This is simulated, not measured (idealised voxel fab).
process module | voxel spacer lines
cross-section cut | 200 nm wide | cells 5 nm
A cross-section is a grid of square cells, given in bands from the top down. A band is one or more rows of cells.
Each band's line starts with the height of the band's top and of its bottom, in nm. Then come its materials from left to right, each with its width in nm. One material with "throughout" fills the band from edge to edge. "air" is empty space.
Height 0 is the level under which the wafer as received is all one material. The lowest band goes on downwards, as in "0 down".
A width such as "30 to 40" changes by the same amount from each row of cells to the next, from the band's top row to its bottom row.
"no change" after a step means that no cell of the cross-section changed.
closed voids: empty space of 8 cells or more with no open way to the top, each as width x height at its distance from the left edge, in nm
after a step's settings: what the simulator itself notes on the step
overlay nm, on a step with a mask: how far to the right of its planned place the mask lay; to the left if negative
plan
1 op RECEIVE | material Si
2 op CONFORMAL_DEP | material Al2O3 | thk nm 5
3 op DIRECTIONAL_DEP | material SiN | thk nm 15
4 op DIRECTIONAL_DEP | material polySi | thk nm 30
5 op PATTERN | tone cover | mask id MANDREL | material resist | width nm 25 | pitch nm 70 | thk nm 40 | overlay nm 0
6 op DIRECTIONAL_ETCH | etch materials polySi | depth nm 30
7 op STRIP | etch materials resist
8 op CONFORMAL_DEP | material SiO2 | thk nm 10
9 op DIRECTIONAL_ETCH | etch materials SiO2 | depth nm 10
10 op STRIP | etch materials polySi
11 op DIRECTIONAL_ETCH | etch materials SiN | depth nm 15
12 op STRIP | etch materials SiO2
first wafer, as planned
as received, after step 1
  0 down: Si throughout
  closed voids: none
after step 2
  5 to 0: Al2O3 throughout
  below 0: unchanged
after step 3
  20 to 5: SiN throughout
  below 5: unchanged
after step 4
  50 to 20: polySi throughout
  below 20: unchanged
after step 5
  90 to 50: air 15 | resist 25 | air 45 | resist 25 | air 45 | resist 25 | air 20
  below 50: unchanged
after step 6
  90 to 50: air 15 | resist 25 | air 45 | resist 25 | air 45 | resist 25 | air 20
  50 to 20: air 15 | polySi 25 | air 45 | polySi 25 | air 45 | polySi 25 | air 20
  below 20: unchanged
after step 7
  50 to 20: air 15 | polySi 25 | air 45 | polySi 25 | air 45 | polySi 25 | air 20
  below 20: unchanged
after step 8
  60 to 50: air 5 | SiO2 45 | air 25 | SiO2 45 | air 25 | SiO2 45 | air 10
  50 to 30: air 5 | SiO2 10 | polySi 25 | SiO2 10 | air 25 | SiO2 10 | polySi 25 | SiO2 10 | air 25 | SiO2 10 | polySi 25 | SiO2 10 | air 10
  30 to 20: SiO2 15 | polySi 25 | SiO2 45 | polySi 25 | SiO2 45 | polySi 25 | SiO2 20
  below 20: unchanged
after step 9
  50 to 20: air 5 | SiO2 10 | polySi 25 | SiO2 10 | air 25 | SiO2 10 | polySi 25 | SiO2 10 | air 25 | SiO2 10 | polySi 25 | SiO2 10 | air 10
  below 20: unchanged
after step 10
  50 to 20: air 5 | SiO2 10 | air 25 | SiO2 10 | air 25 | SiO2 10 | air 25 | SiO2 10 | air 25 | SiO2 10 | air 25 | SiO2 10 | air 10
  below 20: unchanged
after step 11
  50 to 20: air 5 | SiO2 10 | air 25 | SiO2 10 | air 25 | SiO2 10 | air 25 | SiO2 10 | air 25 | SiO2 10 | air 25 | SiO2 10 | air 10
  20 to 5: air 5 | SiN 10 | air 25 | SiN 10 | air 25 | SiN 10 | air 25 | SiN 10 | air 25 | SiN 10 | air 25 | SiN 10 | air 10
  below 5: unchanged
after step 12
  20 to 5: air 5 | SiN 10 | air 25 | SiN 10 | air 25 | SiN 10 | air 25 | SiN 10 | air 25 | SiN 10 | air 25 | SiN 10 | air 10
  below 5: unchanged
second wafer: like start, like plan, one mistake. Through step 9 it matches the first wafer
when step 10 should have ended
  50 to 20: air 5 | SiO2 10 | polySi 25 | SiO2 10 | air 25 | SiO2 10 | polySi 25 | SiO2 10 | air 25 | SiO2 10 | polySi 25 | SiO2 10 | air 10
  20 to 5: air 5 | SiN 45 | air 25 | SiN 45 | air 25 | SiN 45 | air 10
  below 5: unchanged
when step 11 should have ended
  50 to 20: air 5 | SiO2 10 | air 25 | SiO2 10 | air 25 | SiO2 10 | air 25 | SiO2 10 | air 25 | SiO2 10 | air 25 | SiO2 10 | air 10
  below 20: unchanged
when step 12 should have ended
  20 to 5: air 5 | SiN 45 | air 25 | SiN 45 | air 25 | SiN 45 | air 10
  below 5: unchanged
what went wrong: steps 10 and 11 were swapped
at the end the second wafer has, in cells: 45 more of SiN
